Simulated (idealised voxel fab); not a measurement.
Process module under the name voxel capacitor over wiring
Square cell edge 5 nm, section width 155 nm, ID cut.
Reading order for cross-sections: top band down to bottom band. Underlying form: a grid of square cells. Band size: one or more rows of cells. Per band: top height and bottom height in nm, followed by the left-to-right materials and their widths in nm; "all across" marks a single material spanning edge to edge, "air" marks empty space. Height reference: 0 = level under which incoming wafer is all one material. Lowest band: no bottom, runs on downward, e.g. "0 and below". Top row gets the first number, bottom row gets the second, and each row in between changes by the same step: that is how a band width like "30..40" works. Step marked "remains unaltered"? Then no cell in the cross-section changed in it. Reported under the label "Sealed voids" are the empty spaces having no open way to the top and comprising 8 cells or more; the notation for each is width x height at distance, in which the distance is measured from the left edge and all three values are in nm. Where a step's line continues beyond its settings, the continuation is a remark by the simulator itself on that step. overlay nm: mask right of planned place by this much (step with mask). Neg. = left.
STEPS IN THE PROCESS PLAN
1,RECEIVE with material Si
2,CONFORMAL_DEP with material SiO2, thk nm 15
3,DIRECTIONAL_DEP with material TiN, thk nm 5
4,DIRECTIONAL_DEP with material W, thk nm 15
5,PATTERN with tone cover, mask id METAL_1, material resist, width nm 25, pitch nm 95, thk nm 20, overlay nm 0
6,DIRECTIONAL_ETCH with etch materials W, depth nm 15
7,DIRECTIONAL_ETCH with etch materials TiN, depth nm 5
8,STRIP with etch materials resist
9,FILL_DEP with material lowk, thk nm 5
10,CMP with height nm 35
11,CONFORMAL_DEP with material SiCN, thk nm 5
12,DIRECTIONAL_DEP with material SiO2, thk nm 20
13,MASKED_ETCH with tone open, mask id PLUG_1, width nm 15, etch materials SiO2, depth nm 20, overlay nm 0
14,MASKED_ETCH with tone open, mask id PLUG_1, width nm 15, etch materials SiCN, depth nm 5, overlay nm 0
15,CONFORMAL_DEP with material TiN, thk nm 5
16,FILL_DEP with material Cu, thk nm 5
17,CMP with height nm 60
18,DIRECTIONAL_DEP with material TiN, thk nm 10
19,DIRECTIONAL_DEP with material SiN, thk nm 5
20,DIRECTIONAL_DEP with material TiN, thk nm 10
21,MASKED_ETCH with tone cover, mask id UPPER_PLATE, width nm 75, etch materials TiN, depth nm 10, overlay nm 0
22,MASKED_ETCH with tone cover, mask id UPPER_PLATE, width nm 75, etch materials SiN, depth nm 5, overlay nm 0
23,MASKED_ETCH with tone cover, mask id LOWER_PLATE, width nm 85, etch materials TiN, depth nm 10, overlay nm 0
24,FILL_DEP with material SiO2, thk nm 15
25,CMP with height nm 95
26,PATTERN with tone open, mask id PLUG_2, material resist, width nm 15, thk nm 20, overlay nm 0
27,DIRECTIONAL_ETCH with etch materials SiO2, depth nm 10
28,STRIP with etch materials resist
29,CONFORMAL_DEP with material TiN, thk nm 5
30,FILL_DEP with material Ru, thk nm 5
31,CMP with height nm 95
32,CONFORMAL_DEP with material SiCN, thk nm 5
AS-RECEIVED WAFER CROSS-SECTION (AFTER STEP 1)
  0 and below: Si all across
  Sealed voids: none
LOOK AT THE CROSS-SECTION AFTER THE MODULE: THE WAFER STARTED OUT THE WAY SHOWN ABOVE AND THE PLAN WAS THE ONE SHOWN ABOVE, YET ONE MISTAKE WAS MADE ALONG THE WAY
  100 down to 95: SiCN all across
  95 down to 90: SiO2 35 nm, then TiN 5 nm, then Ru 5 nm, then TiN 5 nm, then SiO2 105 nm
  90 down to 85: SiO2 35 nm, then TiN 15 nm, then SiO2 105 nm
  85 down to 75: SiO2 25 nm, then TiN 75 nm, then SiO2 55 nm
  75 down to 70: SiO2 25 nm, then SiN 75 nm, then SiO2 55 nm
  70 down to 60: SiO2 20 nm, then TiN 85 nm, then SiO2 50 nm
  60 down to 40: SiO2 25 nm, then TiN 5 nm, then Cu 5 nm, then TiN 5 nm, then SiO2 115 nm
  40 down to 35: SiCN 25 nm, then TiN 15 nm, then SiCN 115 nm
  35 down to 30: lowk all across
  30 down to 15: lowk 15 nm, then W 25 nm, then lowk 70 nm, then W 25 nm, then lowk 20 nm
  15 down to 0: SiO2 all across
  0 and below: Si all across
  Sealed voids: none
Heads up, the wafer didn't run the way we planned it: plan step 3 skipped
